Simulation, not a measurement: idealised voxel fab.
Module name: voxel wiring stack (process module)
Square cell edge 5 nm, section width 200 nm, ID cut.
Square cells in a grid make up a cross-section in this document, and the grid is given as bands, listed from the top down, each one or more rows of cells.
First you get the band's top height and its bottom height, in nm, and then the materials it's made of, left to right, with each width in nm. If you see a single material with "throughout", that one covers the band edge to edge. "air" is empty space.
Height reference: 0 = level under which incoming wafer is all one material. Lowest band: no bottom, runs on downward, e.g. "0..down".
Width: "30 to 40" (first number = top row, second number = bottom row, same change from row to row of cells).
A step reported as "no alteration" is a step in which no cell of the cross-section changed.
Empty spaces without an open route to the top, at least 8 cells in extent, make up the entry "Listed closed voids"; each is given as width x height at distance, where the distance is measured from the left edge, and all are in nm.
Where a step's line continues beyond its settings, the continuation is a remark by the simulator itself on that step.
overlay nm: mask offset rightward from planned place, masked step; negative means leftward offset.
-- The planned process steps are enumerated hereunder
1,RECEIVE: material Si
2,CONFORMAL_DEP: material SiO2, thk nm 10
3,CONFORMAL_DEP: material SiN, thk nm 5
4,DIRECTIONAL_DEP: material SiO2, thk nm 25
5,MASKED_ETCH: tone open, mask id METAL_1, width nm 25, pitch nm 55, etch materials SiO2, depth nm 25, overlay nm 0
6,MASKED_ETCH: tone open, mask id METAL_1, width nm 25, pitch nm 55, etch materials SiN, depth nm 5, overlay nm 0
7,CONFORMAL_DEP: material TiN, thk nm 5
8,FILL_DEP: material W, thk nm 5
9,CMP: height nm 40
10,EPI: material Ru, thk nm 5
11,FILL_DEP: material SiCN, thk nm 5
12,DIRECTIONAL_DEP: material lowk, thk nm 25
13,PATTERN: tone open, mask id METAL_2, material resist, width nm 25, pitch nm 55, thk nm 15, overlay nm 0
14,DIRECTIONAL_ETCH: etch materials lowk, depth nm 15
15,STRIP: etch materials resist
16,MASKED_ETCH: tone open, mask id METAL_2_HOLES, width nm 15, pitch nm 55, etch materials lowk, depth nm 10, overlay nm 0
17,MASKED_ETCH: tone open, mask id METAL_2_HOLES, width nm 15, pitch nm 55, etch materials SiCN, depth nm 5, overlay nm 0
18,CONFORMAL_DEP: material TiN, thk nm 5
19,FILL_DEP: material Cu, thk nm 5
20,CMP: height nm 75
21,CONFORMAL_DEP: material SiN, thk nm 5
-- First of the two wafers, run per plan
-- Cross-section: wafer on arrival = after step 1
0..down = Si throughout
Listed closed voids: none
-- after step 2
10..0 = SiO2 throughout
At heights below 0, the structure remains unaltered.
-- after step 3
15..10 = SiN throughout
At heights below 10, the structure remains unaltered.
-- after step 4
40..15 = SiO2 throughout
At heights below 15, the structure remains unaltered.
-- after step 5
40..15 = SiO2 60 nm / air 25 nm / SiO2 30 nm / air 25 nm / SiO2 60 nm
At heights below 15, the structure remains unaltered.
-- after step 6
40..15 = SiO2 60 nm / air 25 nm / SiO2 30 nm / air 25 nm / SiO2 60 nm
15..10 = SiN 60 nm / air 25 nm / SiN 30 nm / air 25 nm / SiN 60 nm
At heights below 10, the structure remains unaltered.
-- after step 7
45..40 = TiN 65 nm / air 15 nm / TiN 40 nm / air 15 nm / TiN 65 nm
40..15 = SiO2 60 nm / TiN 5 nm / air 15 nm / TiN 5 nm / SiO2 30 nm / TiN 5 nm / air 15 nm / TiN 5 nm / SiO2 60 nm
15..10 = SiN 60 nm / TiN 25 nm / SiN 30 nm / TiN 25 nm / SiN 60 nm
At heights below 10, the structure remains unaltered.
-- after step 8
50..45 = W throughout
45..40 = TiN 65 nm / W 15 nm / TiN 40 nm / W 15 nm / TiN 65 nm
40..15 = SiO2 60 nm / TiN 5 nm / W 15 nm / TiN 5 nm / SiO2 30 nm / TiN 5 nm / W 15 nm / TiN 5 nm / SiO2 60 nm
At heights below 15, the structure remains unaltered.
-- after step 9
40..15 = SiO2 60 nm / TiN 5 nm / W 15 nm / TiN 5 nm / SiO2 30 nm / TiN 5 nm / W 15 nm / TiN 5 nm / SiO2 60 nm
At heights below 15, the structure remains unaltered.
-- after step 10
45..40 = air 55 nm / Ru 35 nm / air 20 nm / Ru 35 nm / air 55 nm
At heights below 40, the structure remains unaltered.
-- after step 11
50..45 = SiCN throughout
45..40 = SiCN 55 nm / Ru 35 nm / SiCN 20 nm / Ru 35 nm / SiCN 55 nm
At heights below 40, the structure remains unaltered.
-- after step 12
75..50 = lowk throughout
At heights below 50, the structure remains unaltered.
-- after step 13
90..75 = resist 60 nm / air 25 nm / resist 30 nm / air 25 nm / resist 60 nm
At heights below 75, the structure remains unaltered.
-- after step 14
90..75 = resist 60 nm / air 25 nm / resist 30 nm / air 25 nm / resist 60 nm
75..60 = lowk 60 nm / air 25 nm / lowk 30 nm / air 25 nm / lowk 60 nm
At heights below 60, the structure remains unaltered.
-- after step 15
75..60 = lowk 60 nm / air 25 nm / lowk 30 nm / air 25 nm / lowk 60 nm
At heights below 60, the structure remains unaltered.
-- after step 16
75..60 = lowk 60 nm / air 25 nm / lowk 30 nm / air 25 nm / lowk 60 nm
60..50 = lowk 60 nm / air 15 nm / lowk 40 nm / air 15 nm / lowk 70 nm
At heights below 50, the structure remains unaltered.
-- after step 17
75..60 = lowk 60 nm / air 25 nm / lowk 30 nm / air 25 nm / lowk 60 nm
60..50 = lowk 60 nm / air 15 nm / lowk 40 nm / air 15 nm / lowk 70 nm
50..45 = SiCN 60 nm / air 15 nm / SiCN 40 nm / air 15 nm / SiCN 70 nm
At heights below 45, the structure remains unaltered.
-- after step 18
80..75 = TiN 65 nm / air 15 nm / TiN 40 nm / air 15 nm / TiN 65 nm
75..65 = lowk 60 nm / TiN 5 nm / air 15 nm / TiN 5 nm / lowk 30 nm / TiN 5 nm / air 15 nm / TiN 5 nm / lowk 60 nm
65..60 = lowk 60 nm / TiN 5 nm / air 5 nm / TiN 15 nm / lowk 30 nm / TiN 5 nm / air 5 nm / TiN 15 nm / lowk 60 nm
60..50 = lowk 60 nm / TiN 5 nm / air 5 nm / TiN 5 nm / lowk 40 nm / TiN 5 nm / air 5 nm / TiN 5 nm / lowk 70 nm
50..45 = SiCN 60 nm / TiN 15 nm / SiCN 40 nm / TiN 15 nm / SiCN 70 nm
At heights below 45, the structure remains unaltered.
-- after step 19
85..80 = Cu throughout
80..75 = TiN 65 nm / Cu 15 nm / TiN 40 nm / Cu 15 nm / TiN 65 nm
75..65 = lowk 60 nm / TiN 5 nm / Cu 15 nm / TiN 5 nm / lowk 30 nm / TiN 5 nm / Cu 15 nm / TiN 5 nm / lowk 60 nm
65..60 = lowk 60 nm / TiN 5 nm / Cu 5 nm / TiN 15 nm / lowk 30 nm / TiN 5 nm / Cu 5 nm / TiN 15 nm / lowk 60 nm
60..50 = lowk 60 nm / TiN 5 nm / Cu 5 nm / TiN 5 nm / lowk 40 nm / TiN 5 nm / Cu 5 nm / TiN 5 nm / lowk 70 nm
At heights below 50, the structure remains unaltered.
-- after step 20
75..65 = lowk 60 nm / TiN 5 nm / Cu 15 nm / TiN 5 nm / lowk 30 nm / TiN 5 nm / Cu 15 nm / TiN 5 nm / lowk 60 nm
At heights below 65, the structure remains unaltered.
-- after step 21
80..75 = SiN throughout
At heights below 75, the structure remains unaltered.
-- second wafer: like start, like plan, one mistake. Through step 4 it matches the first wafer
-- Second wafer cross-section, taken as of the time the plan sets for step 5 to be done
40..15 = SiO2 65 nm / air 15 nm / SiO2 40 nm / air 15 nm / SiO2 65 nm
At heights below 15, the structure remains unaltered.
-- Second wafer cross-section, taken as of the time the plan sets for step 6 to be done
40..15 = SiO2 65 nm / air 15 nm / SiO2 40 nm / air 15 nm / SiO2 65 nm
15..10 = SiN 65 nm / air 15 nm / SiN 40 nm / air 15 nm / SiN 65 nm
At heights below 10, the structure remains unaltered.
-- Second wafer cross-section, taken as of the time the plan sets for step 7 to be done
45..40 = TiN 70 nm / air 5 nm / TiN 50 nm / air 5 nm / TiN 70 nm
40..15 = SiO2 65 nm / TiN 5 nm / air 5 nm / TiN 5 nm / SiO2 40 nm / TiN 5 nm / air 5 nm / TiN 5 nm / SiO2 65 nm
15..10 = SiN 65 nm / TiN 15 nm / SiN 40 nm / TiN 15 nm / SiN 65 nm
At heights below 10, the structure remains unaltered.
-- Second wafer cross-section, taken as of the time the plan sets for step 8 to be done
50..45 = W throughout
45..40 = TiN 70 nm / W 5 nm / TiN 50 nm / W 5 nm / TiN 70 nm
40..15 = SiO2 65 nm / TiN 5 nm / W 5 nm / TiN 5 nm / SiO2 40 nm / TiN 5 nm / W 5 nm / TiN 5 nm / SiO2 65 nm
At heights below 15, the structure remains unaltered.
-- Second wafer cross-section, taken as of the time the plan sets for step 9 to be done
40..15 = SiO2 65 nm / TiN 5 nm / W 5 nm / TiN 5 nm / SiO2 40 nm / TiN 5 nm / W 5 nm / TiN 5 nm / SiO2 65 nm
At heights below 15, the structure remains unaltered.
-- Second wafer cross-section, taken as of the time the plan sets for step 10 to be done
45..40 = air 60 nm / Ru 25 nm / air 30 nm / Ru 25 nm / air 60 nm
At heights below 40, the structure remains unaltered.
-- Second wafer cross-section, taken as of the time the plan sets for step 11 to be done
50..45 = SiCN throughout
45..40 = SiCN 60 nm / Ru 25 nm / SiCN 30 nm / Ru 25 nm / SiCN 60 nm
At heights below 40, the structure remains unaltered.
-- Second wafer cross-section, taken as of the time the plan sets for step 12 to be done
75..50 = lowk throughout
At heights below 50, the structure remains unaltered.
-- Second wafer cross-section, taken as of the time the plan sets for step 13 to be done
90..75 = resist 60 nm / air 25 nm / resist 30 nm / air 25 nm / resist 60 nm
At heights below 75, the structure remains unaltered.
-- Second wafer cross-section, taken as of the time the plan sets for step 14 to be done
90..75 = resist 60 nm / air 25 nm / resist 30 nm / air 25 nm / resist 60 nm
75..60 = lowk 60 nm / air 25 nm / lowk 30 nm / air 25 nm / lowk 60 nm
At heights below 60, the structure remains unaltered.
-- Second wafer cross-section, taken as of the time the plan sets for step 15 to be done
75..60 = lowk 60 nm / air 25 nm / lowk 30 nm / air 25 nm / lowk 60 nm
At heights below 60, the structure remains unaltered.
-- Second wafer cross-section, taken as of the time the plan sets for step 16 to be done
75..60 = lowk 60 nm / air 25 nm / lowk 30 nm / air 25 nm / lowk 60 nm
60..50 = lowk 60 nm / air 15 nm / lowk 40 nm / air 15 nm / lowk 70 nm
At heights below 50, the structure remains unaltered.
-- Second wafer cross-section, taken as of the time the plan sets for step 17 to be done
75..60 = lowk 60 nm / air 25 nm / lowk 30 nm / air 25 nm / lowk 60 nm
60..50 = lowk 60 nm / air 15 nm / lowk 40 nm / air 15 nm / lowk 70 nm
50..45 = SiCN 60 nm / air 15 nm / SiCN 40 nm / air 15 nm / SiCN 70 nm
At heights below 45, the structure remains unaltered.
-- Second wafer cross-section, taken as of the time the plan sets for step 18 to be done
80..75 = TiN 65 nm / air 15 nm / TiN 40 nm / air 15 nm / TiN 65 nm
75..65 = lowk 60 nm / TiN 5 nm / air 15 nm / TiN 5 nm / lowk 30 nm / TiN 5 nm / air 15 nm / TiN 5 nm / lowk 60 nm
65..60 = lowk 60 nm / TiN 5 nm / air 5 nm / TiN 15 nm / lowk 30 nm / TiN 5 nm / air 5 nm / TiN 15 nm / lowk 60 nm
60..50 = lowk 60 nm / TiN 5 nm / air 5 nm / TiN 5 nm / lowk 40 nm / TiN 5 nm / air 5 nm / TiN 5 nm / lowk 70 nm
50..45 = SiCN 60 nm / TiN 15 nm / SiCN 40 nm / TiN 15 nm / SiCN 70 nm
At heights below 45, the structure remains unaltered.
-- Second wafer cross-section, taken as of the time the plan sets for step 19 to be done
85..80 = Cu throughout
80..75 = TiN 65 nm / Cu 15 nm / TiN 40 nm / Cu 15 nm / TiN 65 nm
75..65 = lowk 60 nm / TiN 5 nm / Cu 15 nm / TiN 5 nm / lowk 30 nm / TiN 5 nm / Cu 15 nm / TiN 5 nm / lowk 60 nm
65..60 = lowk 60 nm / TiN 5 nm / Cu 5 nm / TiN 15 nm / lowk 30 nm / TiN 5 nm / Cu 5 nm / TiN 15 nm / lowk 60 nm
60..50 = lowk 60 nm / TiN 5 nm / Cu 5 nm / TiN 5 nm / lowk 40 nm / TiN 5 nm / Cu 5 nm / TiN 5 nm / lowk 70 nm
At heights below 50, the structure remains unaltered.
-- Second wafer cross-section, taken as of the time the plan sets for step 20 to be done
75..65 = lowk 60 nm / TiN 5 nm / Cu 15 nm / TiN 5 nm / lowk 30 nm / TiN 5 nm / Cu 15 nm / TiN 5 nm / lowk 60 nm
At heights below 65, the structure remains unaltered.
-- Second wafer cross-section, taken as of the time the plan sets for step 21 to be done
80..75 = SiN throughout
At heights below 75, the structure remains unaltered.
So what did we get wrong on this run? it should be noted that step 5 was executed with settings other than those planned, the operation and settings actually applied being MASKED_ETCH: tone open, mask id METAL_1, width nm 15, pitch nm 55, etch materials SiO2, depth nm 25, overlay nm 0
It is noted that, at the conclusion of processing, the second wafer exhibits a higher or lower cell count for certain materials relative to the first: Ru -4 | SiCN +4 | SiN +4 | SiO2 +20 | TiN -4 | W -20
